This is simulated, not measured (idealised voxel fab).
A process module follows: voxel capacitor over wiring.
This is section cut - it's 225 nm across, gridded in 5 nm square cells.
Cross-section = grid of square cells, listed top down in bands; band = one or more rows.
Heads up on the band format: heights come first, top then bottom, in nm. After that it's the materials left to right, each with its width in nm. A single material flagged "everywhere" fills the whole band edge to edge, and "air" means there's empty space there.
Beneath 0, the wafer as received is one material, and that level is where height counting begins. The lowest band goes on downward without a bottom; it is written like "0 -> down".
Quick explanation for "30..40": the width changes in equal steps down the rows of cells, from the first number in the band's top row to the second number in its bottom row.
"no change occurred" after a step means that no cell of the cross-section changed.
"Enclosed empty spaces" - sealed voids, min. 8 cells, no opening to top; format: width x height at distance (distance from left edge; nm throughout).
Anything after a step's settings on that line? It's the simulator's own note about the step.
"overlay nm" denotes, for a step that has a mask, the displacement of the mask to the right of its planned place, with negative values corresponding to the left.
**The process steps that were planned are listed below**
1) RECEIVE (material Si)
2) CONFORMAL_DEP (material SiO2; thk nm 15)
3) CONFORMAL_DEP (material SiN; thk nm 5)
4) DIRECTIONAL_DEP (material SiO2; thk nm 15)
5) DIRECTIONAL_DEP (material aC; thk nm 10)
6) PATTERN (tone open; mask id METAL_1; material resist; width nm 20; pitch nm 90; thk nm 25; overlay nm 0)
7) DIRECTIONAL_ETCH (etch materials aC; depth nm 10)
8) STRIP (etch materials resist)
9) DIRECTIONAL_ETCH (etch materials SiO2; depth nm 15)
10) DIRECTIONAL_ETCH (etch materials SiN; depth nm 5)
11) STRIP (etch materials aC)
12) CONFORMAL_DEP (material TiN; thk nm 5)
13) FILL_DEP (material Cu; thk nm 10)
14) CMP (height nm 35)
15) EPI (material Ru; thk nm 5)
16) FILL_DEP (material SiCN; thk nm 5)
17) DIRECTIONAL_DEP (material SiO2; thk nm 20)
18) PATTERN (tone open; mask id PLUG_1; material resist; width nm 15; thk nm 15; overlay nm 0)
19) DIRECTIONAL_ETCH (etch materials SiO2; depth nm 20)
20) DIRECTIONAL_ETCH (etch materials SiCN; depth nm 5)
21) STRIP (etch materials resist)
22) EPI (material Ru; thk nm 10)
23) EPI (material Ru; thk nm 10)
24) EPI (material Ru; thk nm 5)
25) DIRECTIONAL_DEP (material TiN; thk nm 10)
26) DIRECTIONAL_DEP (material SiN; thk nm 5)
27) DIRECTIONAL_DEP (material TiN; thk nm 5)
28) MASKED_ETCH (tone cover; mask id UPPER_PLATE; width nm 75; etch materials TiN; depth nm 5; overlay nm 0)
29) MASKED_ETCH (tone cover; mask id UPPER_PLATE; width nm 75; etch materials SiN; depth nm 5; overlay nm 0)
30) PATTERN (tone cover; mask id LOWER_PLATE; material resist; width nm 85; thk nm 15; overlay nm 0)
31) DIRECTIONAL_ETCH (etch materials TiN; depth nm 10)
32) STRIP (etch materials resist)
33) FILL_DEP (material SiO2; thk nm 20)
34) CMP (height nm 100)
35) MASKED_ETCH (tone open; mask id PLUG_2; width nm 15; etch materials SiO2; depth nm 15; overlay nm 0)
36) CONFORMAL_DEP (material TiN; thk nm 5)
37) FILL_DEP (material Cu; thk nm 5)
38) CMP (height nm 100)
39) CONFORMAL_DEP (material SiCN; thk nm 5)
**So, the first of our two wafers, run just as we planned it**
**Wafer as received: cross-section following step 1**
* 0 -> down  Si everywhere
* Enclosed empty spaces: none
**Cross-section of the wafer after step 2**
* 15 -> 0  SiO2 everywhere
* Unchanged below 0.
**Cross-section of the wafer after step 3**
* 20 -> 15  SiN everywhere
* Unchanged below 15.
**Cross-section of the wafer after step 4**
* 35 -> 20  SiO2 everywhere
* Unchanged below 20.
**Cross-section of the wafer after step 5**
* 45 -> 35  aC everywhere
* Unchanged below 35.
**Cross-section of the wafer after step 6**
* 70 -> 45  resist=55 | air=20 | resist=70 | air=20 | resist=60
* Unchanged below 45.
**Cross-section of the wafer after step 7**
* 60 -> 45  resist=55 | air=20 | resist=70 | air=20 | resist=60
* 45 -> 35  aC=55 | air=20 | aC=70 | air=20 | aC=60
* Unchanged below 35.
**Cross-section of the wafer after step 8**
* 45 -> 35  aC=55 | air=20 | aC=70 | air=20 | aC=60
* Unchanged below 35.
**Cross-section of the wafer after step 9**
* 45 -> 35  aC=55 | air=20 | aC=70 | air=20 | aC=60
* 35 -> 20  SiO2=55 | air=20 | SiO2=70 | air=20 | SiO2=60
* Unchanged below 20.
**Cross-section of the wafer after step 10**
* 45 -> 35  aC=55 | air=20 | aC=70 | air=20 | aC=60
* 35 -> 20  SiO2=55 | air=20 | SiO2=70 | air=20 | SiO2=60
* 20 -> 15  SiN=55 | air=20 | SiN=70 | air=20 | SiN=60
* Unchanged below 15.
**Cross-section of the wafer after step 11**
* 35 -> 20  SiO2=55 | air=20 | SiO2=70 | air=20 | SiO2=60
* Unchanged below 20.
**Cross-section of the wafer after step 12**
* 40 -> 35  TiN=60 | air=10 | TiN=80 | air=10 | TiN=65
* 35 -> 20  SiO2=55 | TiN=5 | air=10 | TiN=5 | SiO2=70 | TiN=5 | air=10 | TiN=5 | SiO2=60
* 20 -> 15  SiN=55 | TiN=20 | SiN=70 | TiN=20 | SiN=60
* Unchanged below 15.
**Cross-section of the wafer after step 13**
* 50 -> 40  Cu everywhere
* 40 -> 35  TiN=60 | Cu=10 | TiN=80 | Cu=10 | TiN=65
* 35 -> 20  SiO2=55 | TiN=5 | Cu=10 | TiN=5 | SiO2=70 | TiN=5 | Cu=10 | TiN=5 | SiO2=60
* Unchanged below 20.
**Cross-section of the wafer after step 14**
* 35 -> 20  SiO2=55 | TiN=5 | Cu=10 | TiN=5 | SiO2=70 | TiN=5 | Cu=10 | TiN=5 | SiO2=60
* Unchanged below 20.
**Cross-section of the wafer after step 15**
* 40 -> 35  air=50 | Ru=30 | air=60 | Ru=30 | air=55
* Unchanged below 35.
**Cross-section of the wafer after step 16**
* 45 -> 40  SiCN everywhere
* 40 -> 35  SiCN=50 | Ru=30 | SiCN=60 | Ru=30 | SiCN=55
* Unchanged below 35.
**Cross-section of the wafer after step 17**
* 65 -> 45  SiO2 everywhere
* Unchanged below 45.
**Cross-section of the wafer after step 18**
* 80 -> 65  resist=60 | air=15 | resist=150
* Unchanged below 65.
**Cross-section of the wafer after step 19**
* 80 -> 65  resist=60 | air=15 | resist=150
* 65 -> 45  SiO2=60 | air=15 | SiO2=150
* Unchanged below 45.
**Cross-section of the wafer after step 20**
* 80 -> 65  resist=60 | air=15 | resist=150
* 65 -> 45  SiO2=60 | air=15 | SiO2=150
* 45 -> 40  SiCN=60 | air=15 | SiCN=150
* Unchanged below 40.
**Cross-section of the wafer after step 21**
* 65 -> 45  SiO2=60 | air=15 | SiO2=150
* Unchanged below 45.
**Cross-section of the wafer after step 22**
* 65 -> 50  SiO2=60 | air=15 | SiO2=150
* 50 -> 45  SiO2=60 | Ru=15 | SiO2=150
* 45 -> 40  SiCN=60 | Ru=15 | SiCN=150
* Unchanged below 40.
**Cross-section of the wafer after step 23**
* 65 -> 60  SiO2=60 | air=15 | SiO2=150
* 60 -> 45  SiO2=60 | Ru=15 | SiO2=150
* Unchanged below 45.
**Cross-section of the wafer after step 24**
* 65 -> 45  SiO2=60 | Ru=15 | SiO2=150
* Unchanged below 45.
**Cross-section of the wafer after step 25**
* 75 -> 65  TiN everywhere
* Unchanged below 65.
**Cross-section of the wafer after step 26**
* 80 -> 75  SiN everywhere
* Unchanged below 75.
**Cross-section of the wafer after step 27**
* 85 -> 80  TiN everywhere
* Unchanged below 80.
**Cross-section of the wafer after step 28**
* 85 -> 80  air=60 | TiN=75 | air=90
* Unchanged below 80.
**Cross-section of the wafer after step 29**
* 85 -> 80  air=60 | TiN=75 | air=90
* 80 -> 75  air=60 | SiN=75 | air=90
* Unchanged below 75.
**Cross-section of the wafer after step 30**
* 100 -> 85  air=55 | resist=85 | air=85
* 85 -> 80  air=55 | resist=5 | TiN=75 | resist=5 | air=85
* 80 -> 75  air=55 | resist=5 | SiN=75 | resist=5 | air=85
* Unchanged below 75.
**Cross-section of the wafer after step 31**
* 100 -> 85  air=55 | resist=85 | air=85
* 85 -> 80  air=55 | resist=5 | TiN=75 | resist=5 | air=85
* 80 -> 75  air=55 | resist=5 | SiN=75 | resist=5 | air=85
* 75 -> 65  air=55 | TiN=85 | air=85
* Unchanged below 65.
**Cross-section of the wafer after step 32**
* 85 -> 80  air=60 | TiN=75 | air=90
* 80 -> 75  air=60 | SiN=75 | air=90
* Unchanged below 75.
**Cross-section of the wafer after step 33**
* 105 -> 85  SiO2 everywhere
* 85 -> 80  SiO2=60 | TiN=75 | SiO2=90
* 80 -> 75  SiO2=60 | SiN=75 | SiO2=90
* 75 -> 65  SiO2=55 | TiN=85 | SiO2=85
* Unchanged below 65.
**Cross-section of the wafer after step 34**
* 100 -> 85  SiO2 everywhere
* Unchanged below 85.
**Cross-section of the wafer after step 35**
* 100 -> 85  SiO2=70 | air=15 | SiO2=140
* Unchanged below 85.
**Cross-section of the wafer after step 36**
* 105 -> 100  TiN=75 | air=5 | TiN=145
* 100 -> 90  SiO2=70 | TiN=5 | air=5 | TiN=5 | SiO2=140
* 90 -> 80  SiO2=70..60 | TiN=15..75 | SiO2=140..90
* Unchanged below 80.
**Cross-section of the wafer after step 37**
* 110 -> 105  Cu everywhere
* 105 -> 100  TiN=75 | Cu=5 | TiN=145
* 100 -> 90  SiO2=70 | TiN=5 | Cu=5 | TiN=5 | SiO2=140
* Unchanged below 90.
**Cross-section of the wafer after step 38**
* 100 -> 90  SiO2=70 | TiN=5 | Cu=5 | TiN=5 | SiO2=140
* Unchanged below 90.
**Cross-section of the wafer after step 39**
* 105 -> 100  SiCN everywhere
* Unchanged below 100.
**Wafer two of the pair: same origin, same plan, one error during the run; identical to wafer one up to and including step 28**
**Cross-section of the second wafer when, according to plan, step 29 should have finished**
* 85 -> 80  air=60 | TiN=75 | air=90
* 80 -> 75  air=60 | SiN=85 | air=80
* Unchanged below 75.
**Cross-section of the second wafer when, according to plan, step 30 should have finished**
* 100 -> 85  air=55 | resist=85 | air=85
* 85 -> 80  air=55 | resist=5 | TiN=75 | resist=5 | air=85
* 80 -> 75  air=55 | resist=5 | SiN=85 | air=80
* Unchanged below 75.
**Cross-section of the second wafer when, according to plan, step 31 should have finished**
* 100 -> 85  air=55 | resist=85 | air=85
* 85 -> 80  air=55 | resist=5 | TiN=75 | resist=5 | air=85
* 80 -> 75  air=55 | resist=5 | SiN=85 | air=80
* 75 -> 65  air=55 | TiN=90 | air=80
* Unchanged below 65.
**Cross-section of the second wafer when, according to plan, step 32 should have finished**
* 85 -> 80  air=60 | TiN=75 | air=90
* 80 -> 75  air=60 | SiN=85 | air=80
* Unchanged below 75.
**Cross-section of the second wafer when, according to plan, step 33 should have finished**
* 105 -> 85  SiO2 everywhere
* 85 -> 80  SiO2=60 | TiN=75 | SiO2=90
* 80 -> 75  SiO2=60 | SiN=85 | SiO2=80
* 75 -> 65  SiO2=55 | TiN=90 | SiO2=80
* Unchanged below 65.
**Cross-section of the second wafer when, according to plan, step 34 should have finished**
* 100 -> 85  SiO2 everywhere
* Unchanged below 85.
**Cross-section of the second wafer when, according to plan, step 35 should have finished**
* 100 -> 85  SiO2=70 | air=15 | SiO2=140
* Unchanged below 85.
**Cross-section of the second wafer when, according to plan, step 36 should have finished**
* 105 -> 100  TiN=75 | air=5 | TiN=145
* 100 -> 90  SiO2=70 | TiN=5 | air=5 | TiN=5 | SiO2=140
* 90 -> 80  SiO2=70..60 | TiN=15..75 | SiO2=140..90
* Unchanged below 80.
**Cross-section of the second wafer when, according to plan, step 37 should have finished**
* 110 -> 105  Cu everywhere
* 105 -> 100  TiN=75 | Cu=5 | TiN=145
* 100 -> 90  SiO2=70 | TiN=5 | Cu=5 | TiN=5 | SiO2=140
* Unchanged below 90.
**Cross-section of the second wafer when, according to plan, step 38 should have finished**
* 100 -> 90  SiO2=70 | TiN=5 | Cu=5 | TiN=5 | SiO2=140
* Unchanged below 90.
**Cross-section of the second wafer when, according to plan, step 39 should have finished**
* 105 -> 100  SiCN everywhere
* Unchanged below 100.
what went wrong: step 29 ran as: MASKED_ETCH (tone cover; mask id UPPER_PLATE; width nm 75; etch materials SiN; depth nm 5; overlay nm 10)
Final wafer comparison in cells, second versus first, more or fewer per material: 2 more of SiN; 4 fewer of SiO2; 2 more of TiN
